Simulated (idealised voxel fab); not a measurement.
process module | voxel double patterning
cross-section cut | 170 nm wide | cells 5 nm
A cross-section is a grid of square cells, given in bands from the top down. A band is one or more rows of cells.
Each band's line starts with the height of the band's top and of its bottom, in nm. Then come its materials from left to right, each with its width in nm. One material with "throughout" fills the band from edge to edge. "air" is empty space.
Height 0 is the level under which the wafer as received is all one material. The lowest band goes on downwards, as in "0 down".
A width such as "30 to 40" changes by the same amount from each row of cells to the next, from the band's top row to its bottom row.
"no change" after a step means that no cell of the cross-section changed.
closed voids: empty space of 8 cells or more with no open way to the top, each as width x height at its distance from the left edge, in nm
after a step's settings: what the simulator itself notes on the step
overlay nm, on a step with a mask: how far to the right of its planned place the mask lay; to the left if negative
plan
1 op RECEIVE | material Si
2 op CONFORMAL_DEP | material SiN | thk nm 10
3 op DIRECTIONAL_DEP | material SiO2 | thk nm 10
4 op DIRECTIONAL_DEP | material SiCN | thk nm 5
5 op MASKED_ETCH | tone open | mask id FIRST | width nm 15 | pitch nm 50 | etch materials SiCN | depth nm 5 | overlay nm 0
6 op PATTERN | tone open | mask id SECOND | material resist | width nm 15 | thk nm 20 | overlay nm 0
7 op DIRECTIONAL_ETCH | etch materials SiCN | depth nm 5
8 op STRIP | etch materials resist
9 op DIRECTIONAL_ETCH | etch materials SiO2 | depth nm 10
10 op STRIP | etch materials SiCN
as received, after step 1
  0 down: Si throughout
  closed voids: none
a wafer at the end: this start, this plan, one mistake
  25 to 20: SiCN 50 | air 15 | SiCN 10 | air 15 | SiCN 10 | air 15 | SiCN 55
  20 to 10: SiO2 50 | air 15 | SiO2 10 | air 15 | SiO2 10 | air 15 | SiO2 55
  10 to 0: SiN throughout
  0 down: Si throughout
  closed voids: none
what went wrong: step 10 was left out
